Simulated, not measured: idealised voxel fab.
process module | voxel wiring stack
cross-section cut | 265 nm wide | cells 5 nm
A cross-section is a grid of square cells, given in bands from the top down. A band is one or more rows of cells.
Each band's line starts with the height of the band's top and of its bottom, in nm. Then come its materials from left to right, each with its width in nm. One material with "throughout" fills the band from edge to edge. "air" is empty space.
Height 0 is the level under which the wafer as received is all one material. The lowest band goes on downwards, as in "0 down".
A width such as "30 to 40" changes by the same amount from each row of cells to the next, from the band's top row to its bottom row.
"no change" after a step means that no cell of the cross-section changed.
closed voids: empty space of 8 cells or more with no open way to the top, each as width x height at its distance from the left edge, in nm
after a step's settings: what the simulator itself notes on the step
overlay nm, on a step with a mask: how far to the right of its planned place the mask lay; to the left if negative
plan
1 op RECEIVE | material Si
2 op CONFORMAL_DEP | material SiO2 | thk nm 10
3 op CONFORMAL_DEP | material SiCN | thk nm 5
4 op DIRECTIONAL_DEP | material lowk | thk nm 25
5 op PATTERN | tone open | mask id METAL_1 | material resist | width nm 20 | pitch nm 45 | thk nm 20 | overlay nm 0
6 op DIRECTIONAL_ETCH | etch materials lowk | depth nm 25
7 op DIRECTIONAL_ETCH | etch materials SiCN | depth nm 5
8 op STRIP | etch materials resist
9 op CONFORMAL_DEP | material TiN | thk nm 5
10 op FILL_DEP | material Cu | thk nm 10
11 op CMP | height nm 40
12 op CONFORMAL_DEP | material SiCN | thk nm 5
13 op DIRECTIONAL_DEP | material lowk | thk nm 30
14 op MASKED_ETCH | tone open | mask id METAL_2 | width nm 20 | pitch nm 45 | etch materials lowk | depth nm 15 | overlay nm 0
15 op DIRECTIONAL_DEP | material aC | thk nm 10
16 op PATTERN | tone open | mask id METAL_2_HOLES | material resist | width nm 15 | pitch nm 45 | thk nm 30 | overlay nm 0
17 op DIRECTIONAL_ETCH | etch materials aC | depth nm 10
18 op STRIP | etch materials resist
19 op DIRECTIONAL_ETCH | etch materials lowk | depth nm 15
20 op DIRECTIONAL_ETCH | etch materials SiCN | depth nm 5
21 op STRIP | etch materials aC
22 op CONFORMAL_DEP | material TiN | thk nm 5
23 op FILL_DEP | material Cu | thk nm 10
24 op CMP | height nm 75
25 op CONFORMAL_DEP | material SiCN | thk nm 5
26 op DIRECTIONAL_DEP | material SiO2 | thk nm 15
27 op DIRECTIONAL_DEP | material aC | thk nm 15
28 op PATTERN | tone open | mask id PLUG_2 | material resist | width nm 15 | pitch nm 90 | thk nm 35 | overlay nm 0
29 op DIRECTIONAL_ETCH | etch materials aC | depth nm 15
30 op STRIP | etch materials resist
31 op DIRECTIONAL_ETCH | etch materials SiO2 | depth nm 15
32 op DIRECTIONAL_ETCH | etch materials SiCN | depth nm 5
33 op STRIP | etch materials aC
34 op EPI | material Ru | thk nm 10
35 op EPI | material Ru | thk nm 10
36 op DIRECTIONAL_DEP | material TiN | thk nm 5
37 op DIRECTIONAL_DEP | material Ru | thk nm 25
38 op MASKED_ETCH | tone cover | mask id METAL_3 | width nm 20 | pitch nm 45 | etch materials Ru | depth nm 25 | overlay nm 0
39 op MASKED_ETCH | tone cover | mask id METAL_3 | width nm 20 | pitch nm 45 | etch materials TiN | depth nm 5 | overlay nm 0
40 op FILL_DEP | material SiO2 | thk nm 10
41 op CMP | height nm 125
42 op CONFORMAL_DEP | material SiCN | thk nm 5
43 op DIRECTIONAL_DEP | material lowk | thk nm 25
44 op MASKED_ETCH | tone open | mask id METAL_4_HOLES | width nm 15 | pitch nm 45 | etch materials lowk | depth nm 25 | overlay nm 0
45 op PATTERN | tone open | mask id METAL_4 | material resist | width nm 20 | pitch nm 45 | thk nm 15 | overlay nm 0
46 op DIRECTIONAL_ETCH | etch materials lowk | depth nm 15
47 op DIRECTIONAL_ETCH | etch materials SiCN | depth nm 5
48 op STRIP | etch materials resist
49 op CONFORMAL_DEP | material TiN | thk nm 5
50 op FILL_DEP | material Cu | thk nm 10
51 op CMP | height nm 155
52 op CONFORMAL_DEP | material SiN | thk nm 5
as received, after step 1
  0 down: Si throughout
  closed voids: none
first wafer at the end, as planned
  160 to 155: SiN throughout
  155 to 145: lowk 55 | TiN 5 | Cu 10 | TiN 5 | lowk 25 | TiN 5 | Cu 10 | TiN 5 | lowk 25 | TiN 5 | Cu 10 | TiN 5 | lowk 25 | TiN 5 | Cu 10 | TiN 5 | lowk 55
  145 to 140: lowk 55 | TiN 5 | Cu 5 | TiN 10 | lowk 25 | TiN 5 | Cu 5 | TiN 10 | lowk 25 | TiN 5 | Cu 5 | TiN 10 | lowk 25 | TiN 5 | Cu 5 | TiN 10 | lowk 55
  140 to 130: lowk 55 | TiN 5 | Cu 5 | TiN 5 | lowk 30 | TiN 5 | Cu 5 | TiN 5 | lowk 30 | TiN 5 | Cu 5 | TiN 5 | lowk 30 | TiN 5 | Cu 5 | TiN 5 | lowk 60
  130 to 125: SiCN 55 | TiN 15 | SiCN 30 | TiN 15 | SiCN 30 | TiN 15 | SiCN 30 | TiN 15 | SiCN 60
  125 to 100: SiO2 55 | Ru 20 | SiO2 25 | Ru 20 | SiO2 25 | Ru 20 | SiO2 25 | Ru 20 | SiO2 55
  100 to 95: SiO2 55 | TiN 20 | SiO2 25 | TiN 20 | SiO2 25 | TiN 20 | SiO2 25 | TiN 20 | SiO2 55
  95 to 80: SiO2 55 | Ru 15 | SiO2 75 | Ru 15 | SiO2 105
  80 to 75: SiCN 55 | Ru 15 | SiCN 75 | Ru 15 | SiCN 105
  75 to 65: lowk 55 | TiN 5 | Cu 10 | TiN 5 | lowk 25 | TiN 5 | Cu 10 | TiN 5 | lowk 25 | TiN 5 | Cu 10 | TiN 5 | lowk 25 | TiN 5 | Cu 10 | TiN 5 | lowk 55
  65 to 60: lowk 55 | TiN 5 | Cu 5 | TiN 10 | lowk 25 | TiN 5 | Cu 5 | TiN 10 | lowk 25 | TiN 5 | Cu 5 | TiN 10 | lowk 25 | TiN 5 | Cu 5 | TiN 10 | lowk 55
  60 to 45: lowk 55 | TiN 5 | Cu 5 | TiN 5 | lowk 30 | TiN 5 | Cu 5 | TiN 5 | lowk 30 | TiN 5 | Cu 5 | TiN 5 | lowk 30 | TiN 5 | Cu 5 | TiN 5 | lowk 60
  45 to 40: SiCN 55 | TiN 15 | SiCN 30 | TiN 15 | SiCN 30 | TiN 15 | SiCN 30 | TiN 15 | SiCN 60
  40 to 15: lowk 55 | TiN 5 | Cu 10 | TiN 5 | lowk 25 | TiN 5 | Cu 10 | TiN 5 | lowk 25 | TiN 5 | Cu 10 | TiN 5 | lowk 25 | TiN 5 | Cu 10 | TiN 5 | lowk 55
  15 to 10: SiCN 55 | TiN 20 | SiCN 25 | TiN 20 | SiCN 25 | TiN 20 | SiCN 25 | TiN 20 | SiCN 55
  10 to 0: SiO2 throughout
  0 down: Si throughout
  closed voids: none
second wafer at the end: like start, like plan, one mistake
  160 to 155: SiN throughout
  155 to 145: lowk 55 | TiN 5 | Cu 10 | TiN 5 | lowk 25 | TiN 5 | Cu 10 | TiN 5 | lowk 25 | TiN 5 | Cu 10 | TiN 5 | lowk 25 | TiN 5 | Cu 10 | TiN 5 | lowk 55
  145 to 140: lowk 55 | TiN 5 | Cu 5 | TiN 10 | lowk 25 | TiN 5 | Cu 5 | TiN 10 | lowk 25 | TiN 5 | Cu 5 | TiN 10 | lowk 25 | TiN 5 | Cu 5 | TiN 10 | lowk 55
  140 to 130: lowk 55 | TiN 5 | Cu 5 | TiN 5 | lowk 30 | TiN 5 | Cu 5 | TiN 5 | lowk 30 | TiN 5 | Cu 5 | TiN 5 | lowk 30 | TiN 5 | Cu 5 | TiN 5 | lowk 60
  130 to 125: SiCN 55 | TiN 15 | SiCN 30 | TiN 15 | SiCN 30 | TiN 15 | SiCN 30 | TiN 15 | SiCN 60
  125 to 100: SiO2 55 | Ru 20 | SiO2 25 | Ru 20 | SiO2 25 | Ru 20 | SiO2 25 | Ru 20 | SiO2 55
  100 to 95: SiO2 55 | TiN 20 | SiO2 25 | TiN 20 | SiO2 25 | TiN 20 | SiO2 25 | TiN 20 | SiO2 55
  95 to 80: SiO2 55 | Ru 15 | SiO2 75 | Ru 15 | SiO2 105
  80 to 75: SiCN 55 | Ru 15 | SiCN 75 | Ru 15 | SiCN 105
  75 to 65: lowk 55 | TiN 5 | Cu 10 | TiN 5 | lowk 25 | TiN 5 | Cu 10 | TiN 5 | lowk 25 | TiN 5 | Cu 10 | TiN 5 | lowk 25 | TiN 5 | Cu 10 | TiN 5 | lowk 55
  65 to 60: lowk 55 | TiN 5 | Cu 5 | TiN 10 | lowk 25 | TiN 5 | Cu 5 | TiN 10 | lowk 25 | TiN 5 | Cu 5 | TiN 10 | lowk 25 | TiN 5 | Cu 5 | TiN 10 | lowk 55
  60 to 45: lowk 55 | TiN 5 | Cu 5 | TiN 5 | lowk 30 | TiN 5 | Cu 5 | TiN 5 | lowk 30 | TiN 5 | Cu 5 | TiN 5 | lowk 30 | TiN 5 | Cu 5 | TiN 5 | lowk 60
  45 to 40: SiCN 55 | TiN 15 | SiCN 30 | TiN 15 | SiCN 30 | TiN 15 | SiCN 30 | TiN 15 | SiCN 60
  40 to 20: lowk 55 | TiN 5 | Cu 10 | TiN 5 | lowk 25 | TiN 5 | Cu 10 | TiN 5 | lowk 25 | TiN 5 | Cu 10 | TiN 5 | lowk 25 | TiN 5 | Cu 10 | TiN 5 | lowk 55
  20 to 15: lowk 55 | TiN 20 | lowk 25 | TiN 20 | lowk 25 | TiN 20 | lowk 25 | TiN 20 | lowk 55
  15 to 5: SiO2 throughout
  5 to 0: SiCN throughout
  0 down: Si throughout
  closed voids: none
what went wrong: steps 2 and 3 were swapped
at the end the second wafer has, in cells: 8 fewer of Cu | 16 more of SiCN | 8 fewer of TiN
